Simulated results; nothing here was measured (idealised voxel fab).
Process module name: voxel self aligned vias
For reference, the cross-section in this document is cut, with width 280 nm and square cells of 5 nm.
Cross-section = grid of square cells, listed top down in bands; band = one or more rows.
Heads up on the band format: heights come first, top then bottom, in nm. After that it's the materials left to right, each with its width in nm. A single material flagged "throughout" fills the whole band edge to edge, and "air" means there's empty space there.
The reference from which all heights are counted is 0, the level beneath which the as-received wafer is entirely one material; the lowest band, having no lower bound, proceeds downward and is written after the example "top 0, no bottom".
The two numbers in a width such as "30 to 40" mark its ends across the band: the first belongs to the top row of cells, the second to the bottom row, and from each row to the next the width moves by the same amount.
Basically "remained the same" means that step didn't change any cell in the cross-section.
For the entry "Sealed void list", the listed items are empty spaces with no open way to the top whose size is 8 cells or more; each item follows the pattern width x height at distance, where distance is from the left edge and all three are in nm.
Post-settings text on a step line: simulator's own remark regarding the step.
Regarding "overlay nm": on a step with a mask, it is the distance the mask lay to the right of its planned place; a negative value places it to the left.
Below is the list of planned process steps:
1: RECEIVE with material Si
2: CONFORMAL_DEP with material SiO2, thk nm 10
3: CONFORMAL_DEP with material SiCN, thk nm 5
4: DIRECTIONAL_DEP with material lowk, thk nm 20
5: DIRECTIONAL_DEP with material aC, thk nm 10
6: PATTERN with tone open, mask id LINES, material resist, width nm 30, pitch nm 65, thk nm 30, overlay nm 0
7: DIRECTIONAL_ETCH with etch materials aC, depth nm 10
8: STRIP with etch materials resist
9: DIRECTIONAL_ETCH with etch materials lowk, depth nm 20
10: STRIP with etch materials aC
11: CONFORMAL_DEP with material TiN, thk nm 5
12: FILL_DEP with material W, thk nm 10
13: CMP with height nm 35
14: SELECTIVE_ETCH with etch materials W Ru TiN, depth nm 5
15: FILL_DEP with material SiN, thk nm 5
16: CMP with height nm 35
17: DIRECTIONAL_DEP with material lowk, thk nm 20
18: PATTERN with tone open, mask id VIAS, material resist, width nm 40, thk nm 20, overlay nm 0
19: DIRECTIONAL_ETCH with etch materials lowk, depth nm 20
20: DIRECTIONAL_ETCH with etch materials SiN, depth nm 5
21: STRIP with etch materials resist
22: CONFORMAL_DEP with material TiN, thk nm 5
23: FILL_DEP with material Cu, thk nm 5
24: CMP with height nm 55
25: CONFORMAL_DEP with material SiN, thk nm 5
So this is the incoming wafer in cross-section - it's already been through step 1:
* top 0, no bottom | Si throughout
* Sealed void list: none
First wafer of two, sectioned at end of module; run went per plan:
* top 60, bottom 55 | SiN throughout
* top 55, bottom 40 | lowk=85, TiN=5, Cu=30, TiN=5, lowk=155
* top 40, bottom 35 | lowk=85, TiN=10, Cu=20, TiN=10, lowk=155
* top 35, bottom 30 | lowk=90, TiN=30, lowk=35, SiN=30, lowk=95
* top 30, bottom 20 | lowk=90, TiN=5, W=20, TiN=5, lowk=35, TiN=5, W=20, TiN=5, lowk=95
* top 20, bottom 15 | lowk=90, TiN=30, lowk=35, TiN=30, lowk=95
* top 15, bottom 10 | SiCN throughout
* top 10, bottom 0 | SiO2 throughout
* top 0, no bottom | Si throughout
* Sealed void list: none
The second wafer, shown in cross-section after the module: started the same way as the first and given the same plan, yet one mistake crept into how it was run:
* top 60, bottom 55 | SiN throughout
* top 55, bottom 35 | lowk=85, TiN=5, Cu=30, TiN=5, lowk=155
* top 35, bottom 30 | SiN=85, TiN=40, SiN=155
* top 30, bottom 15 | W throughout
* top 15, bottom 10 | SiCN throughout
* top 10, bottom 0 | SiO2 throughout
* top 0, no bottom | Si throughout
* Sealed void list: none
What was the processing mistake? step 4 was run on a setting that differed from the plan, and what really ran there is DIRECTIONAL_DEP with material W, thk nm 20
The closing comparison, in cells, has the second wafer with more or fewer of some materials than the first: Cu: 2 more, SiN: 42 more, TiN: 20 fewer, W: 152 more, lowk: 176 fewer
